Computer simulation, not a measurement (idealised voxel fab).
process module | voxel wiring stack
cross-section cut | 285 nm wide | cells 5 nm
A cross-section is a grid of square cells, given in bands from the top down. A band is one or more rows of cells.
Each band's line starts with the height of the band's top and of its bottom, in nm. Then come its materials from left to right, each with its width in nm. One material with "throughout" fills the band from edge to edge. "air" is empty space.
Height 0 is the level under which the wafer as received is all one material. The lowest band goes on downwards, as in "0 down".
A width such as "30 to 40" changes by the same amount from each row of cells to the next, from the band's top row to its bottom row.
"no change" after a step means that no cell of the cross-section changed.
closed voids: empty space of 8 cells or more with no open way to the top, each as width x height at its distance from the left edge, in nm
after a step's settings: what the simulator itself notes on the step
overlay nm, on a step with a mask: how far to the right of its planned place the mask lay; to the left if negative
plan
1 op RECEIVE | material Si
2 op CONFORMAL_DEP | material SiO2 | thk nm 15
3 op CONFORMAL_DEP | material SiCN | thk nm 5
4 op DIRECTIONAL_DEP | material lowk | thk nm 25
5 op MASKED_ETCH | tone open | mask id METAL_1 | width nm 15 | pitch nm 50 | etch materials lowk | depth nm 25 | overlay nm 0
6 op MASKED_ETCH | tone open | mask id METAL_1 | width nm 25 | pitch nm 50 | etch materials SiCN | depth nm 5 | overlay nm 0
7 op CONFORMAL_DEP | material TiN | thk nm 5
8 op FILL_DEP | material Cu | thk nm 10
9 op CMP | height nm 45
10 op CONFORMAL_DEP | material SiCN | thk nm 5
11 op DIRECTIONAL_DEP | material lowk | thk nm 15
12 op DIRECTIONAL_DEP | material aC | thk nm 10
13 op PATTERN | tone open | mask id PLUG_1 | material resist | width nm 15 | pitch nm 50 | thk nm 25 | overlay nm 0
14 op DIRECTIONAL_ETCH | etch materials aC | depth nm 10
15 op STRIP | etch materials resist
16 op DIRECTIONAL_ETCH | etch materials lowk | depth nm 15
17 op DIRECTIONAL_ETCH | etch materials SiCN | depth nm 5
18 op STRIP | etch materials aC
19 op CONFORMAL_DEP | material TiN | thk nm 5
20 op FILL_DEP | material Cu | thk nm 5
21 op CMP | height nm 65
22 op CONFORMAL_DEP | material SiCN | thk nm 5
23 op DIRECTIONAL_DEP | material SiO2 | thk nm 25
24 op DIRECTIONAL_DEP | material aC | thk nm 15
25 op PATTERN | tone open | mask id METAL_2 | material resist | width nm 25 | pitch nm 50 | thk nm 30 | overlay nm 0
26 op DIRECTIONAL_ETCH | etch materials aC | depth nm 15
27 op STRIP | etch materials resist
28 op DIRECTIONAL_ETCH | etch materials SiO2 | depth nm 25
29 op DIRECTIONAL_ETCH | etch materials SiCN | depth nm 5
30 op STRIP | etch materials aC
31 op CONFORMAL_DEP | material TiN | thk nm 5
32 op FILL_DEP | material Cu | thk nm 10
33 op CMP | height nm 95
34 op EPI | material Ru | thk nm 5
35 op FILL_DEP | material SiCN | thk nm 5
36 op DIRECTIONAL_DEP | material SiO2 | thk nm 30
37 op MASKED_ETCH | tone open | mask id METAL_3_HOLES | width nm 15 | pitch nm 50 | etch materials SiO2 | depth nm 30 | overlay nm 0
38 op DIRECTIONAL_DEP | material aC | thk nm 15
39 op PATTERN | tone open | mask id METAL_3 | material resist | width nm 25 | pitch nm 50 | thk nm 30 | overlay nm 0
40 op DIRECTIONAL_ETCH | etch materials aC | depth nm 15
41 op STRIP | etch materials resist
42 op DIRECTIONAL_ETCH | etch materials SiO2 | depth nm 20
43 op DIRECTIONAL_ETCH | etch materials SiCN | depth nm 5
44 op STRIP | etch materials aC
45 op CONFORMAL_DEP | material TiN | thk nm 5
46 op FILL_DEP | material Cu | thk nm 10
47 op CMP | height nm 135
48 op CONFORMAL_DEP | material SiCN | thk nm 5
varied across the wafers: width nm of step 5. The plan shows the first wafer's value. All wafers start alike
first wafer as received, after step 1
  0 down: Si throughout
  closed voids: none
first wafer at the end, after step 48
  140 to 135: SiCN throughout
  135 to 120: SiO2 55 | TiN 5 | Cu 15 | TiN 5 | SiO2 25 | TiN 5 | Cu 15 | TiN 5 | SiO2 25 | TiN 5 | Cu 15 | TiN 5 | SiO2 25 | TiN 5 | Cu 15 | TiN 5 | SiO2 55
  120 to 115: SiO2 55 | TiN 5 | Cu 5 | TiN 15 | SiO2 25 | TiN 5 | Cu 5 | TiN 15 | SiO2 25 | TiN 5 | Cu 5 | TiN 15 | SiO2 25 | TiN 5 | Cu 5 | TiN 15 | SiO2 55
  115 to 105: SiO2 55 | TiN 5 | Cu 5 | TiN 5 | SiO2 35 | TiN 5 | Cu 5 | TiN 5 | SiO2 35 | TiN 5 | Cu 5 | TiN 5 | SiO2 35 | TiN 5 | Cu 5 | TiN 5 | SiO2 65
  105 to 100: SiCN 55 | TiN 15 | SiCN 35 | TiN 15 | SiCN 35 | TiN 15 | SiCN 35 | TiN 15 | SiCN 65
  100 to 95: SiCN 50 | Ru 35 | SiCN 15 | Ru 35 | SiCN 15 | Ru 35 | SiCN 15 | Ru 35 | SiCN 50
  95 to 70: SiO2 55 | TiN 5 | Cu 15 | TiN 5 | SiO2 25 | TiN 5 | Cu 15 | TiN 5 | SiO2 25 | TiN 5 | Cu 15 | TiN 5 | SiO2 25 | TiN 5 | Cu 15 | TiN 5 | SiO2 55
  70 to 65: SiCN 55 | TiN 25 | SiCN 25 | TiN 25 | SiCN 25 | TiN 25 | SiCN 25 | TiN 25 | SiCN 55
  65 to 50: lowk 55 | TiN 5 | Cu 5 | TiN 5 | lowk 35 | TiN 5 | Cu 5 | TiN 5 | lowk 35 | TiN 5 | Cu 5 | TiN 5 | lowk 35 | TiN 5 | Cu 5 | TiN 5 | lowk 65
  50 to 45: SiCN 55 | TiN 15 | SiCN 35 | TiN 15 | SiCN 35 | TiN 15 | SiCN 35 | TiN 15 | SiCN 65
  45 to 20: lowk 60 | TiN 5 | Cu 5 | TiN 5 | lowk 35 | TiN 5 | Cu 5 | TiN 5 | lowk 35 | TiN 5 | Cu 5 | TiN 5 | lowk 35 | TiN 5 | Cu 5 | TiN 5 | lowk 60
  20 to 15: SiCN 60 | TiN 15 | SiCN 35 | TiN 15 | SiCN 35 | TiN 15 | SiCN 35 | TiN 15 | SiCN 60
  15 to 0: SiO2 throughout
  0 down: Si throughout
  closed voids: none
last wafer at the end
  140 to 135: SiCN throughout
  135 to 120: SiO2 55 | TiN 5 | Cu 15 | TiN 5 | SiO2 25 | TiN 5 | Cu 15 | TiN 5 | SiO2 25 | TiN 5 | Cu 15 | TiN 5 | SiO2 25 | TiN 5 | Cu 15 | TiN 5 | SiO2 55
  120 to 115: SiO2 55 | TiN 5 | Cu 5 | TiN 15 | SiO2 25 | TiN 5 | Cu 5 | TiN 15 | SiO2 25 | TiN 5 | Cu 5 | TiN 15 | SiO2 25 | TiN 5 | Cu 5 | TiN 15 | SiO2 55
  115 to 105: SiO2 55 | TiN 5 | Cu 5 | TiN 5 | SiO2 35 | TiN 5 | Cu 5 | TiN 5 | SiO2 35 | TiN 5 | Cu 5 | TiN 5 | SiO2 35 | TiN 5 | Cu 5 | TiN 5 | SiO2 65
  105 to 100: SiCN 55 | TiN 15 | SiCN 35 | TiN 15 | SiCN 35 | TiN 15 | SiCN 35 | TiN 15 | SiCN 65
  100 to 95: SiCN 50 | Ru 35 | SiCN 15 | Ru 35 | SiCN 15 | Ru 35 | SiCN 15 | Ru 35 | SiCN 50
  95 to 70: SiO2 55 | TiN 5 | Cu 15 | TiN 5 | SiO2 25 | TiN 5 | Cu 15 | TiN 5 | SiO2 25 | TiN 5 | Cu 15 | TiN 5 | SiO2 25 | TiN 5 | Cu 15 | TiN 5 | SiO2 55
  70 to 65: SiCN 55 | TiN 25 | SiCN 25 | TiN 25 | SiCN 25 | TiN 25 | SiCN 25 | TiN 25 | SiCN 55
  65 to 50: lowk 55 | TiN 5 | Cu 5 | TiN 5 | lowk 35 | TiN 5 | Cu 5 | TiN 5 | lowk 35 | TiN 5 | Cu 5 | TiN 5 | lowk 35 | TiN 5 | Cu 5 | TiN 5 | lowk 65
  50 to 45: SiCN 55 | TiN 15 | SiCN 35 | TiN 15 | SiCN 35 | TiN 15 | SiCN 35 | TiN 15 | SiCN 65
  45 to 25: lowk 50 | TiN 5 | Cu 25 | TiN 5 | lowk 15 | TiN 5 | Cu 25 | TiN 5 | lowk 15 | TiN 5 | Cu 25 | TiN 5 | lowk 15 | TiN 5 | Cu 25 | TiN 5 | lowk 50
  25 to 20: lowk 50 | TiN 10 | Cu 15 | TiN 10 | lowk 15 | TiN 10 | Cu 15 | TiN 10 | lowk 15 | TiN 10 | Cu 15 | TiN 10 | lowk 15 | TiN 10 | Cu 15 | TiN 10 | lowk 50
  20 to 15: SiCN 55 | TiN 25 | SiCN 25 | TiN 25 | SiCN 25 | TiN 25 | SiCN 25 | TiN 25 | SiCN 55
  15 to 0: SiO2 throughout
  0 down: Si throughout
  closed voids: none
each wafer at the end: cells of each material gained (+) or lost (-) since it was received, then its closed voids
width nm 15 | +140 Cu | +28 Ru | +258 SiCN | +594 SiO2 | +216 TiN | +360 lowk | closed voids: none
width nm 20 | +160 Cu | +28 Ru | +254 SiCN | +594 SiO2 | +220 TiN | +340 lowk | closed voids: none
width nm 25 | +180 Cu | +28 Ru | +250 SiCN | +594 SiO2 | +224 TiN | +320 lowk | closed voids: none
width nm 30 | +196 Cu | +28 Ru | +250 SiCN | +594 SiO2 | +228 TiN | +300 lowk | closed voids: none
width nm 35 | +212 Cu | +28 Ru | +250 SiCN | +594 SiO2 | +232 TiN | +280 lowk | closed voids: none
